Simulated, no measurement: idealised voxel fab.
Title: Process Module voxel gate over fins
Square cell edge 5 nm, section width 265 nm, ID cut.
Cross-sections here: square-cell grids, written as top-down lists of bands, a band being one or more rows of cells.
Top, bottom (nm), then materials left to right with widths (nm); lone material tagged "full width" fills the whole band edge to edge; "air" = empty space.
For the purposes of this specification, 0 denotes the height below which the wafer in its as-received condition is composed wholly of one material, and the lowermost band, lacking a lower limit, extends downward without end, as expressed in "0 nm and below".
The width entry "30..40" should be interpreted row by row: the top row of cells in the band takes the first number, the bottom row takes the second number, and the change between adjacent rows is uniform throughout.
When a step is marked "all unchanged", none of the cells in the cross-section changed during that step.
"Enclosed void listing" enumerates empty spaces isolated from the top, with no open way to it, that contain at least 8 cells, giving each as width x height at distance from the left edge, all three in nm.
Step line, after settings: the simulator's comment on this step.
"overlay nm" on a masked step: distance the mask lay right of its planned place, negative for left.
This section lists the process steps that were planned
1 RECEIVE with material Si
2 CONFORMAL_DEP with material SiN, thk nm 10
3 DIRECTIONAL_DEP with material aC, thk nm 10
4 PATTERN with tone cover, mask id FINS, material resist, width nm 15, pitch nm 50, thk nm 30, overlay nm -15
5 DIRECTIONAL_ETCH with etch materials aC, depth nm 10
6 STRIP with etch materials resist
7 DIRECTIONAL_ETCH with etch materials SiN, depth nm 10
8 DIRECTIONAL_ETCH with etch materials Si, depth nm 40
9 STRIP with etch materials aC
10 FILL_DEP with material SiO2, thk nm 15
11 CMP with height nm 10
12 PATTERN with tone open, mask id RAIL, material resist, width nm 15, thk nm 15, overlay nm 0
13 DIRECTIONAL_ETCH with etch materials SiO2, depth nm 45
14 STRIP with etch materials resist
15 CONFORMAL_DEP with material TiN, thk nm 5
16 FILL_DEP with material W, thk nm 10
17 CMP with height nm 10
18 SELECTIVE_ETCH with etch materials W Ru TiN, depth nm 25
19 FILL_DEP with material SiO2, thk nm 5
20 CMP with height nm 10
21 SELECTIVE_ETCH with etch materials SiO2, depth nm 20
22 STRIP with etch materials SiN
23 CONFORMAL_DEP with material HfO2, thk nm 5
24 CONFORMAL_DEP with material TiN, thk nm 5
25 CONFORMAL_DEP with material TiAl, thk nm 5
26 CONFORMAL_DEP with material TiN, thk nm 5
27 FILL_DEP with material W, thk nm 10
28 CMP with height nm 25
29 CONFORMAL_DEP with material SiCN, thk nm 10
The wafers in this document start out alike and differ in the overlay nm applied at step 4; the plan shows the value used for the first wafer.
Received wafers, first of several: cross-section after step 1
- 0 nm and below: Si full width
- Enclosed void listing: none
First wafer of several, cross-section, module end, after step 29 (last)
- 35 nm to 25 nm: SiCN full width
- 25 nm to 20 nm: W full width
- 20 nm to 15 nm: W: 65, then TiN: 105, then W: 95
- 15 nm to 10 nm: W: 65, then TiN: 5, then TiAl: 45, then TiN: 5, then TiAl: 45, then TiN: 5, then W: 95
- 10 nm to 5 nm: TiN: 70, then TiAl: 5, then TiN: 35, then TiAl: 5, then TiN: 5, then TiAl: 5, then TiN: 35, then TiAl: 5, then TiN: 100
- 5 nm to 0 nm: TiAl: 75, then TiN: 5, then HfO2: 25, then TiN: 5, then TiAl: 15, then TiN: 5, then HfO2: 25, then TiN: 5, then TiAl: 105
- 0 nm to -5 nm: TiN: 80, then HfO2: 5, then Si: 15, then HfO2: 5, then TiN: 25, then HfO2: 5, then Si: 15, then HfO2: 5, then TiN: 110
- -5 nm to -10 nm: HfO2: 85, then Si: 15, then HfO2: 35, then Si: 15, then HfO2: 115
- -10 nm to -15 nm: SiO2: 85, then Si: 15, then SiO2: 35, then Si: 15, then SiO2: 115
- -15 nm to -35 nm: SiO2: 85, then Si: 15, then SiO2: 25, then TiN: 10, then Si: 15, then SiO2: 115
- -35 nm to -40 nm: SiO2: 85, then Si: 15, then SiO2: 35, then Si: 15, then SiO2: 115
- -40 nm and below: Si full width
- Enclosed void listing: none
Cross-section of the final wafer among several, taken at the end of the module
- 35 nm to 25 nm: SiCN full width
- 25 nm to 20 nm: W full width
- 20 nm to 15 nm: W: 95, then TiN: 105, then W: 65
- 15 nm to 10 nm: W: 95, then TiN: 5, then TiAl: 45, then TiN: 5, then TiAl: 45, then TiN: 5, then W: 65
- 10 nm to 5 nm: TiN: 100, then TiAl: 5, then TiN: 35, then TiAl: 5, then TiN: 5, then TiAl: 5, then TiN: 35, then TiAl: 5, then TiN: 70
- 5 nm to 0 nm: TiAl: 105, then TiN: 5, then HfO2: 25, then TiN: 5, then TiAl: 15, then TiN: 5, then HfO2: 25, then TiN: 5, then TiAl: 75
- 0 nm to -5 nm: TiN: 110, then HfO2: 5, then Si: 15, then HfO2: 5, then TiN: 25, then HfO2: 5, then Si: 15, then HfO2: 5, then TiN: 80
- -5 nm to -10 nm: HfO2: 115, then Si: 15, then HfO2: 35, then Si: 15, then HfO2: 85
- -10 nm to -15 nm: SiO2: 115, then Si: 15, then SiO2: 35, then Si: 15, then SiO2: 85
- -15 nm to -35 nm: SiO2: 115, then Si: 15, then TiN: 10, then SiO2: 25, then Si: 15, then SiO2: 85
- -35 nm to -40 nm: SiO2: 115, then Si: 15, then SiO2: 35, then Si: 15, then SiO2: 85
- -40 nm and below: Si full width
- Enclosed void listing: none
Below, a row for every wafer. Read it as the end-of-module picture: for each material the wafer shows its cells gained (+) or lost (-) since it was received, and then its closed voids
overlay nm -15 | +61 HfO2 | -376 Si | +106 SiCN | +274 SiO2 | +61 TiAl | +128 TiN | +117 W | Enclosed void listing: none
overlay nm -10 | +61 HfO2 | -376 Si | +106 SiCN | +270 SiO2 | +61 TiAl | +129 TiN | +120 W | Enclosed void listing: none
overlay nm -5 | +61 HfO2 | -376 Si | +106 SiCN | +270 SiO2 | +61 TiAl | +129 TiN | +120 W | Enclosed void listing: none
overlay nm 0 | +61 HfO2 | -376 Si | +106 SiCN | +270 SiO2 | +61 TiAl | +129 TiN | +120 W | Enclosed void listing: none
overlay nm 5 | +61 HfO2 | -376 Si | +106 SiCN | +270 SiO2 | +61 TiAl | +129 TiN | +120 W | Enclosed void listing: none
overlay nm 10 | +61 HfO2 | -376 Si | +106 SiCN | +270 SiO2 | +61 TiAl | +129 TiN | +120 W | Enclosed void listing: none
overlay nm 15 | +61 HfO2 | -376 Si | +106 SiCN | +274 SiO2 | +61 TiAl | +128 TiN | +117 W | Enclosed void listing: none
